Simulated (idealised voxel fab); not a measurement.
The process module presented herein is designated voxel trench capacitor.
We display cut, a cross-section 285 nm in width whose square cells are each 5 nm.
Notation: cross-section as square-cell grid; stated in bands, top first, going down; one or more cell rows per band.
A band entry consists of two parts. The first gives the height of the band's top and the height of its bottom, in nm. The rest lists the band's materials from left to right, each with its width in nm. A single material labelled with the word "edge to edge" fills the band from edge to edge, and the word "empty" marks empty space.
Zero point of the height axis is 0; under it, received wafer = one material. Lowest band: continues down indefinitely, "top 0, no bottom".
Width spec "30->40" -> top row of cells at first value, bottom row at second value, equal per-row change in between.
Basically "remains unaltered" means that step didn't change any cell in the cross-section.
"Enclosed void inventory": empty spaces of 8 cells or more with no open way to the top, each given as width x height at distance, distance from the left edge, all in nm.
Read whatever lies past the settings on a step's line as the simulator's own remark about the step.
You can add "overlay nm" to a step's line. For a step with a mask, it describes how far the mask lay to the right of its planned position, and a negative number describes a lay to the left.

### plan
1. RECEIVE: material Si
2. CONFORMAL_DEP: material SiN, thk nm 5
3. DIRECTIONAL_DEP: material aC, thk nm 10
4. PATTERN: tone open, mask id TRENCH, material resist, width nm 15, pitch nm 40, thk nm 30, overlay nm 0
5. DIRECTIONAL_ETCH: etch materials aC, depth nm 10
6. STRIP: etch materials resist
7. DIRECTIONAL_ETCH: etch materials SiN, depth nm 5
8. DIRECTIONAL_ETCH: etch materials Si, depth nm 40
9. STRIP: etch materials aC
10. CONFORMAL_DEP: material Al2O3, thk nm 5
11. CONFORMAL_DEP: material TiN, thk nm 5
12. FILL_DEP: material W, thk nm 10
13. CMP: height nm 5
Same starting wafers, different width nm at step 4. Plan value belongs to the first wafer.

### Received condition of the first of several wafers, sectioned: post-step 1
top 0, no bottom = Si edge to edge
Enclosed void inventory: none

### Heads up, this table goes wafer by wafer. A row tells you, at the end of the module, how many cells of each material that wafer has put on (+) or dropped (-) since it was received, and then its closed voids
width nm 15 | +38 Al2O3 | -48 Si | +51 SiN | +16 TiN | Enclosed void inventory: none
width nm 20 | +40 Al2O3 | -64 Si | +49 SiN | +32 TiN | Enclosed void inventory: none
width nm 25 | +42 Al2O3 | -80 Si | +47 SiN | +34 TiN | +14 W | Enclosed void inventory: none
